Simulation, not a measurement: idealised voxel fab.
This is a process module. Its name is voxel self aligned contacts.
The figure presents cross-section cut, which has a width of 290 nm and is divided into square cells with an edge length of 5 nm.
Square cells in a grid make up a cross-section in this document, and the grid is given as bands, listed from the top down, each one or more rows of cells. Quick guide to a band line: top height, bottom height (nm) up front; then every material left to right with its width in nm. Only one material and it's marked "everywhere"? Then it fills the band edge to edge. And "air" just means empty space. A quick word on heights: they are counted from 0, and under that level the wafer as it came to us is one material throughout. The lowest band is different from the rest in having no bottom; it simply continues downward, written as in "from 0 down". The width entry "30..40" should be interpreted row by row: the top row of cells in the band takes the first number, the bottom row takes the second number, and the change between adjacent rows is uniform throughout. Step note "nothing was modified" = no cross-section cell changed. Sealed voids: empty space of 8 cells or more with no open way to the top, each as width x height at its distance from the left edge, in nm. That trailing text on a step's line, after the settings, is the simulator's own remark on the step. What "overlay nm" on a step's line means: if the step has a mask, that mask lay this far to the right of its planned place, or, when the value is negative, to the left.

-- Process steps (planned)
1. RECEIVE,material Si
2. CONFORMAL_DEP,material SiO2,thk nm 5
3. DIRECTIONAL_DEP,material polySi,thk nm 25
4. DIRECTIONAL_DEP,material SiN,thk nm 20
5. DIRECTIONAL_DEP,material aC,thk nm 15
6. PATTERN,tone cover,mask id GATE,material resist,width nm 20,pitch nm 75,thk nm 30,overlay nm 0
7. DIRECTIONAL_ETCH,etch materials aC,depth nm 15
8. STRIP,etch materials resist
9. DIRECTIONAL_ETCH,etch materials SiN,depth nm 20
10. DIRECTIONAL_ETCH,etch materials polySi,depth nm 25
11. STRIP,etch materials aC
12. CONFORMAL_DEP,material SiN,thk nm 10
13. DIRECTIONAL_ETCH,etch materials SiN,depth nm 10
14. FILL_DEP,material SiO2,thk nm 10
15. CMP,height nm 55
16. MASKED_ETCH,tone open,mask id CONTACT,width nm 55,pitch nm 75,etch materials SiO2,depth nm 55,overlay nm 0
17. CONFORMAL_DEP,material TiN,thk nm 5
18. FILL_DEP,material W,thk nm 5
19. CMP,height nm 55
20. CONFORMAL_DEP,material SiN,thk nm 5
Same starting wafers, different width nm at step 6. Plan value belongs to the first wafer.

-- First of several wafers, received after step 1, in cross-section
* from 0 down  Si everywhere
* Sealed voids: none

-- End-of-module cross-section, first of several wafers, after last step 20
* from 60 to 55  SiN everywhere
* from 55 to 50  SiO2 (80), then TiN (15), then W (25), then TiN (15), then SiO2 (20), then TiN (15), then W (25), then TiN (15), then SiO2 (80)
* from 50 to 30  SiO2 (50), then SiN (40), then TiN (5), then W (25), then TiN (5), then SiN (40), then TiN (5), then W (25), then TiN (5), then SiN (40), then SiO2 (50)
* from 30 to 5  SiO2 (50), then SiN (10), then polySi (20), then SiN (10), then TiN (5), then W (25), then TiN (5), then SiN (10), then polySi (20), then SiN (10), then TiN (5), then W (25), then TiN (5), then SiN (10), then polySi (20), then SiN (10), then SiO2 (50)
* from 5 to 0  SiO2 (90), then TiN (35), then SiO2 (40), then TiN (35), then SiO2 (90)
* from 0 down  Si everywhere
* Sealed voids: none

-- Of the several wafers, the last: cross-section at the end of the module
* from 60 to 55  SiN everywhere
* from 55 to 50  SiO2 (80), then TiN (55), then SiO2 (20), then TiN (55), then SiO2 (80)
* from 50 to 30  SiO2 (40), then SiN (65), then TiN (10), then SiN (65), then TiN (10), then SiN (65), then SiO2 (35)
* from 30 to 5  SiO2 (40), then SiN (10), then polySi (45), then SiN (10), then TiN (10), then SiN (10), then polySi (45), then SiN (10), then TiN (10), then SiN (10), then polySi (45), then SiN (10), then SiO2 (35)
* from 5 to 0  SiO2 (105), then TiN (10), then SiO2 (65), then TiN (10), then SiO2 (100)
* from 0 down  Si everywhere
* Sealed voids: none

-- Row per wafer, end-of-module: cell gain (+)/loss (-) by material since the wafer came in, then closed voids
width nm 20; +214 SiN; +260 SiO2; +62 TiN; +100 W; +60 polySi; Sealed voids: none
width nm 25; +226 SiN; +253 SiO2; +62 TiN; +80 W; +75 polySi; Sealed voids: none
width nm 30; +238 SiN; +246 SiO2; +62 TiN; +60 W; +90 polySi; Sealed voids: none
width nm 35; +250 SiN; +239 SiO2; +62 TiN; +40 W; +105 polySi; Sealed voids: none
width nm 40; +262 SiN; +232 SiO2; +62 TiN; +20 W; +120 polySi; Sealed voids: none
width nm 45; +274 SiN; +225 SiO2; +62 TiN; +135 polySi; Sealed voids: none
